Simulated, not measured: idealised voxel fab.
Process module in this document: voxel fin reveal
Xsec cut, 245 nm wide, square cell size 5 nm.
Cross-section format: a grid of square cells, given as bands from top to bottom; each band is one or more rows of cells.
Top height, bottom height, nm. Materials left to right, width each, nm. Single material + "edge to edge" = fills band edge to edge. "air" = empty.
Beneath 0, the wafer as received is one material, and that level is where height counting begins. The lowest band goes on downward without a bottom; it is written like "0 down".
Per-row width for "30->40": begins at first number (top row of band), ends at second number (bottom row), increment between rows held constant.
Step note "nothing got changed" = no cross-section cell changed.
Enclosed voids (no open way to top), threshold 8 cells or more, entry "Voids lacking openings", notation width x height at distance, distance from left edge, nm.
Formally, on a step line, whatever follows the settings is a remark that the simulator itself makes on the step.
"overlay nm", when on a step's line for a step with a mask, measures how far to the right of its planned place the mask lay; a negative measure means to the left.

## Process steps - plan
1,RECEIVE, material Si
2,CONFORMAL_DEP, material SiN, thk nm 10
3,MASKED_ETCH, tone cover, mask id FINS, width nm 15, pitch nm 40, etch materials SiN, depth nm 10, overlay nm 0
4,MASKED_ETCH, tone cover, mask id FINS, width nm 15, pitch nm 40, etch materials Si, depth nm 35, overlay nm 0
5,OXIDIZE, depth nm 5
6,FILL_DEP, material SiO2, thk nm 15
7,CMP, height nm 10
8,SELECTIVE_ETCH, etch materials SiO2, depth nm 30
9,STRIP, etch materials SiN

## Cross-section of the incoming wafer, state after step 1
0 down | Si edge to edge
Voids lacking openings: none

## As-planned run: cross-section of the first of two wafers at end of module
0 to -20 | air 100 nm; Si 5 nm; air 35 nm; Si 5 nm; air 100 nm
-20 to -40 | SiO2 100 nm; Si 5 nm; SiO2 35 nm; Si 5 nm; SiO2 100 nm
-40 down | Si edge to edge
Voids lacking openings: none

## Cross-section of the latter of the two wafers at module completion. It had an identical start and an identical plan to the former; in running it, one mistake was made
0 to -20 | air 100 nm; Si 5 nm; air 35 nm; Si 5 nm; air 100 nm
-20 to -45 | SiO2 100 nm; Si 5 nm; SiO2 35 nm; Si 5 nm; SiO2 100 nm
-45 down | Si edge to edge
Voids lacking openings: none
So what did we get wrong on this run? the process deviated at step 4: the operation and settings actually run there were MASKED_ETCH, tone cover, mask id FINS, width nm 15, pitch nm 40, etch materials Si, depth nm 40, overlay nm 0
The final cell counts differ between the wafers, with the second having more or fewer of some materials than the first: Si -47, SiO2 +47
